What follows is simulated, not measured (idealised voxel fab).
The process module presented herein is designated voxel transistor to metal.
The figure presents cross-section cut, which has a width of 190 nm and is divided into square cells with an edge length of 5 nm.
Format of a cross-section: grid, square cells. Given as bands. Order: top down. Band: one or more rows of cells. Top, bottom (nm), then materials left to right with widths (nm); lone material tagged "throughout" fills the whole band edge to edge; "air" = empty space. It should be noted that heights are counted from 0, beneath which the wafer as supplied is of one material throughout, and that the lowest band possesses no lower boundary but continues downward, as written in "0..down". A width such as "30 to 40" changes by the same amount from each row of cells to the next, from the band's top row to its bottom row. "no change" -> step changed no cross-section cell. "Closed void entries" enumerates empty spaces isolated from the top, with no open way to it, that contain at least 8 cells, giving each as width x height at distance from the left edge, all three in nm. Where a step's line continues beyond its settings, the continuation is a remark by the simulator itself on that step. A step's line can hold "overlay nm"; with a mask on that step, the setting says how far right of the planned place the mask lay, while a negative setting says it lay to the left.

Steps planned for the process
| 1 | op RECEIVE | material Si |
| 2 | op OXIDIZE | depth nm 5 |
| 3 | op CONFORMAL_DEP | material SiN | thk nm 10 |
| 4 | op MASKED_ETCH | tone cover | mask id ACTIVE | width nm 125 | etch materials SiN | depth nm 10 | overlay nm 0 |
| 5 | op MASKED_ETCH | tone cover | mask id ACTIVE | width nm 125 | etch materials SiO2 | depth nm 5 | overlay nm 0 |
| 6 | op MASKED_ETCH | tone cover | mask id ACTIVE | width nm 125 | etch materials Si | depth nm 20 | overlay nm 0 |
| 7 | op OXIDIZE | depth nm 5 |
| 8 | op FILL_DEP | material SiO2 | thk nm 5 |
| 9 | op CMP | height nm 10 |
| 10 | op SELECTIVE_ETCH | etch materials SiO2 | depth nm 5 |
| 11 | op STRIP | etch materials SiN |
| 12 | op SELECTIVE_ETCH | etch materials SiO2 | depth nm 5 |
| 13 | op OXIDIZE | depth nm 5 |
| 14 | op DIRECTIONAL_DEP | material polySi | thk nm 30 |
| 15 | op DIRECTIONAL_DEP | material SiCN | thk nm 10 |
| 16 | op MASKED_ETCH | tone cover | mask id GATE | width nm 35 | etch materials SiCN | depth nm 20 | overlay nm 0 |
| 17 | op MASKED_ETCH | tone cover | mask id GATE | width nm 35 | etch materials polySi | depth nm 40 | overlay nm 0 |
| 18 | op CONFORMAL_DEP | material SiN | thk nm 5 |
| 19 | op DIRECTIONAL_ETCH | etch materials SiN | depth nm 5 |
| 20 | op DIRECTIONAL_ETCH | etch materials SiO2 | depth nm 5 |
| 21 | op EPI | material pSi | thk nm 5 |
| 22 | op FILL_DEP | material SiO2 | thk nm 10 |
| 23 | op CMP | height nm 25 |
| 24 | op STRIP | etch materials polySi |
| 25 | op SELECTIVE_ETCH | etch materials SiO2 | depth nm 5 |
| 26 | op CONFORMAL_DEP | material HfO2 | thk nm 5 |
| 27 | op CONFORMAL_DEP | material TiN | thk nm 5 |
| 28 | op FILL_DEP | material W | thk nm 5 |
| 29 | op CMP | height nm 20 |
| 30 | op DIRECTIONAL_DEP | material SiO2 | thk nm 10 |
| 31 | op MASKED_ETCH | tone open | mask id CONTACT | width nm 20 | pitch nm 85 | etch materials SiO2 | depth nm 35 | overlay nm 0 |
| 32 | op CONFORMAL_DEP | material TiN | thk nm 5 |
| 33 | op FILL_DEP | material Ru | thk nm 5 |
| 34 | op CMP | height nm 30 |
| 35 | op CONFORMAL_DEP | material SiCN | thk nm 5 |
| 36 | op DIRECTIONAL_DEP | material SiO2 | thk nm 25 |
| 37 | op PATTERN | tone open | mask id METAL_1 | material resist | width nm 20 | pitch nm 85 | thk nm 15 | overlay nm 0 |
| 38 | op DIRECTIONAL_ETCH | etch materials SiO2 | depth nm 25 |
| 39 | op DIRECTIONAL_ETCH | etch materials SiCN | depth nm 5 |
| 40 | op STRIP | etch materials resist |
| 41 | op CONFORMAL_DEP | material TiN | thk nm 5 |
| 42 | op FILL_DEP | material Cu | thk nm 5 |
| 43 | op CMP | height nm 60 |
| 44 | op EPI | material Ru | thk nm 5 |
| 45 | op FILL_DEP | material SiCN | thk nm 5 |
| 46 | op DIRECTIONAL_DEP | material lowk | thk nm 30 |
| 47 | op PATTERN | tone open | mask id METAL_2_HOLES | material resist | width nm 15 | pitch nm 85 | thk nm 15 | overlay nm 0 |
| 48 | op DIRECTIONAL_ETCH | etch materials lowk | depth nm 30 |
| 49 | op STRIP | etch materials resist |
| 50 | op PATTERN | tone open | mask id METAL_2 | material resist | width nm 20 | pitch nm 85 | thk nm 15 | overlay nm 0 |
| 51 | op DIRECTIONAL_ETCH | etch materials lowk | depth nm 20 |
| 52 | op DIRECTIONAL_ETCH | etch materials SiCN | depth nm 5 |
| 53 | op STRIP | etch materials resist |
| 54 | op CONFORMAL_DEP | material TiN | thk nm 5 |
| 55 | op FILL_DEP | material Cu | thk nm 5 |
| 56 | op CMP | height nm 100 |
| 57 | op CONFORMAL_DEP | material SiN | thk nm 5 |

The cross-section here shows the wafer as received, i.e. in its state after step 1
  0..down = Si throughout
  Closed void entries: none

Looking at the first of two wafers in cross-section at end of module - ran to plan
  105..100 = SiN throughout
  100..85 = 40 lowk, 5 TiN, 10 Cu, 5 TiN, 65 lowk, 5 TiN, 10 Cu, 5 TiN, 45 lowk
  85..80 = 40 lowk, 5 TiN, 5 Cu, 10 TiN, 65 lowk, 5 TiN, 5 Cu, 10 TiN, 45 lowk
  80..70 = 40 lowk, 5 TiN, 5 Cu, 5 TiN, 70 lowk, 5 TiN, 5 Cu, 5 TiN, 50 lowk
  70..65 = 40 SiCN, 15 TiN, 70 SiCN, 15 TiN, 50 SiCN
  65..60 = 35 SiCN, 30 Ru, 55 SiCN, 30 Ru, 40 SiCN
  60..35 = 40 SiO2, 5 TiN, 10 Cu, 5 TiN, 65 SiO2, 5 TiN, 10 Cu, 5 TiN, 45 SiO2
  35..30 = 40 SiCN, 20 TiN, 65 SiCN, 20 TiN, 45 SiCN
  30..20 = 40 SiO2, 5 TiN, 10 Ru, 5 TiN, 65 SiO2, 5 TiN, 10 Ru, 5 TiN, 45 SiO2
  20..0 = 40 SiO2, 5 TiN, 10 Ru, 5 TiN, 10 SiO2, 5 SiN, 5 HfO2, 5 TiN, 15 W, 5 TiN, 5 HfO2, 5 SiN, 10 SiO2, 5 TiN, 10 Ru, 5 TiN, 45 SiO2
  0..-5 = 25 SiO2, 5 SiN, 10 SiO2, 20 TiN, 10 SiO2, 5 SiN, 5 HfO2, 25 TiN, 5 HfO2, 5 SiN, 10 SiO2, 20 TiN, 10 SiO2, 5 SiN, 30 SiO2
  -5..-10 = 30 SiO2, 40 pSi, 45 HfO2, 40 pSi, 35 SiO2
  -10..-30 = 35 SiO2, 115 Si, 40 SiO2
  -30..down = Si throughout
  Closed void entries: none

Second wafer cross-section at end of module - shared start and plan with the first, one mistake in the run
  105..100 = SiN throughout
  100..85 = 40 lowk, 5 TiN, 10 Cu, 5 TiN, 65 lowk, 5 TiN, 10 Cu, 5 TiN, 45 lowk
  85..80 = 40 lowk, 5 TiN, 5 Cu, 10 TiN, 65 lowk, 5 TiN, 5 Cu, 10 TiN, 45 lowk
  80..70 = 40 lowk, 5 TiN, 5 Cu, 5 TiN, 70 lowk, 5 TiN, 5 Cu, 5 TiN, 50 lowk
  70..65 = 40 SiCN, 15 TiN, 70 SiCN, 15 TiN, 50 SiCN
  65..60 = 35 SiCN, 30 Ru, 55 SiCN, 30 Ru, 40 SiCN
  60..35 = 40 SiO2, 5 TiN, 10 Cu, 5 TiN, 65 SiO2, 5 TiN, 10 Cu, 5 TiN, 45 SiO2
  35..30 = 40 SiCN, 20 TiN, 65 SiCN, 20 TiN, 45 SiCN
  30..20 = 40 SiO2, 5 TiN, 10 Ru, 5 TiN, 65 SiO2, 5 TiN, 10 Ru, 5 TiN, 45 SiO2
  20..15 = 25 SiCN, 5 SiN, 10 SiO2, 20 TiN, 10 SiO2, 5 SiN, 35 SiCN, 5 SiN, 10 SiO2, 20 TiN, 10 SiO2, 5 SiN, 30 SiCN
  15..0 = SiCN throughout
  0..-5 = 25 SiO2, 135 SiCN, 30 SiO2
  -5..-10 = SiO2 throughout
  -10..-30 = 35 SiO2, 115 Si, 40 SiO2
  -30..down = Si throughout
  Closed void entries: none
What was the processing mistake? the process deviated at step 14: the operation and settings actually run there were op DIRECTIONAL_DEP | material SiCN | thk nm 30
It is noted that, at the conclusion of processing, the second wafer exhibits a higher or lower cell count for certain materials relative to the first: HfO2 -19, Ru -16, SiCN +159, SiN -8, SiO2 -59, TiN -29, W -12, pSi -16
